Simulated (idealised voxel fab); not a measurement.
The process module presented herein is designated voxel self aligned contacts.
For reference, the cross-section in this document is cut, with width 220 nm and square cells of 5 nm.
Cross-section, as written here: a square-cell grid given band by band from the top down, where a band holds one or more rows of cells. Top, bottom (nm), then materials left to right with widths (nm); lone material tagged "throughout" fills the whole band edge to edge; "air" = empty space. Heights are reckoned from 0. Under this level, the received wafer is all of one material. The bottommost band is open-ended downward, for example "0 and below". Width spec "30->40" -> top row of cells at first value, bottom row at second value, equal per-row change in between. "no modification" after a step means that no cell of the cross-section changed. Entry "Closed-off voids" = empty spaces >= 8 cells with no open way to the top; each as width x height at distance, distance from left edge, all nm. Note: text after step settings on the step line = simulator remark on that step. overlay nm: right-of-plan distance of the mask on a masked step; negative values mean left-of-plan.
Process steps foreseen in the plan:
| 1 | RECEIVE (material Si) |
| 2 | CONFORMAL_DEP (material SiO2; thk nm 5) |
| 3 | DIRECTIONAL_DEP (material polySi; thk nm 25) |
| 4 | DIRECTIONAL_DEP (material SiN; thk nm 25) |
| 5 | DIRECTIONAL_DEP (material aC; thk nm 15) |
| 6 | PATTERN (tone cover; mask id GATE; material resist; width nm 25; pitch nm 70; thk nm 30; overlay nm 0) |
| 7 | DIRECTIONAL_ETCH (etch materials aC; depth nm 15) |
| 8 | STRIP (etch materials resist) |
| 9 | DIRECTIONAL_ETCH (etch materials SiN; depth nm 25) |
| 10 | DIRECTIONAL_ETCH (etch materials polySi; depth nm 25) |
| 11 | STRIP (etch materials aC) |
| 12 | CONFORMAL_DEP (material SiN; thk nm 5) |
| 13 | DIRECTIONAL_ETCH (etch materials SiN; depth nm 10) |
| 14 | FILL_DEP (material SiO2; thk nm 20) |
| 15 | CMP (height nm 65) |
| 16 | PATTERN (tone open; mask id CONTACT; material resist; width nm 55; thk nm 20; overlay nm 0) |
| 17 | DIRECTIONAL_ETCH (etch materials SiO2; depth nm 65) |
| 18 | STRIP (etch materials resist) |
| 19 | CONFORMAL_DEP (material TiN; thk nm 5) |
| 20 | FILL_DEP (material W; thk nm 10) |
| 21 | CMP (height nm 65) |
| 22 | CONFORMAL_DEP (material SiN; thk nm 5) |
Don't read the plan's thk nm for step 12 as applying to every wafer: that's the first wafer's value, and the wafers differ in it, though they all start identical.
The as-received cross-section of the first of several wafers corresponds to the state after step 1:
	0 and below  Si throughout
	Closed-off voids: none
The cross-section of the first of several wafers is given below for the end of the module, after its final step, step 22:
	70 down to 65  SiN throughout
	65 down to 55  80 nm SiO2, 5 nm TiN, 45 nm W, 5 nm TiN, 85 nm SiO2
	55 down to 50  80 nm SiO2, 15 nm TiN, 25 nm W, 15 nm TiN, 85 nm SiO2
	50 down to 30  55 nm SiO2, 35 nm SiN, 5 nm TiN, 25 nm W, 5 nm TiN, 35 nm SiN, 60 nm SiO2
	30 down to 5  55 nm SiO2, 5 nm SiN, 25 nm polySi, 5 nm SiN, 5 nm TiN, 25 nm W, 5 nm TiN, 5 nm SiN, 25 nm polySi, 5 nm SiN, 60 nm SiO2
	5 down to 0  90 nm SiO2, 35 nm TiN, 95 nm SiO2
	0 and below  Si throughout
	Closed-off voids: none
Final wafer cross-section at module end:
	70 down to 65  SiN throughout
	65 down to 30  35 nm SiO2, 145 nm SiN, 40 nm SiO2
	30 down to 20  35 nm SiO2, 25 nm SiN, 25 nm polySi, 45 nm SiN, 25 nm polySi, 25 nm SiN, 40 nm SiO2
	20 down to 5  60 nm SiN, 25 nm polySi, 45 nm SiN, 25 nm polySi, 65 nm SiN
	5 down to 0  SiO2 throughout
	0 and below  Si throughout
	Closed-off voids: none
Below, a row for every wafer. Read it as the end-of-module picture: for each material the wafer shows its cells gained (+) or lost (-) since it was received, and then its closed voids:
thk nm 5; +120 SiN; +343 SiO2; +35 TiN; +68 W; +50 polySi; Closed-off voids: none
thk nm 10; +174 SiN; +315 SiO2; +35 TiN; +42 W; +50 polySi; Closed-off voids: none
thk nm 15; +258 SiN; +267 SiO2; +31 TiN; +10 W; +50 polySi; Closed-off voids: none
thk nm 20; +342 SiN; +214 SiO2; +10 TiN; +50 polySi; Closed-off voids: none
thk nm 25; +387 SiN; +179 SiO2; +50 polySi; Closed-off voids: none
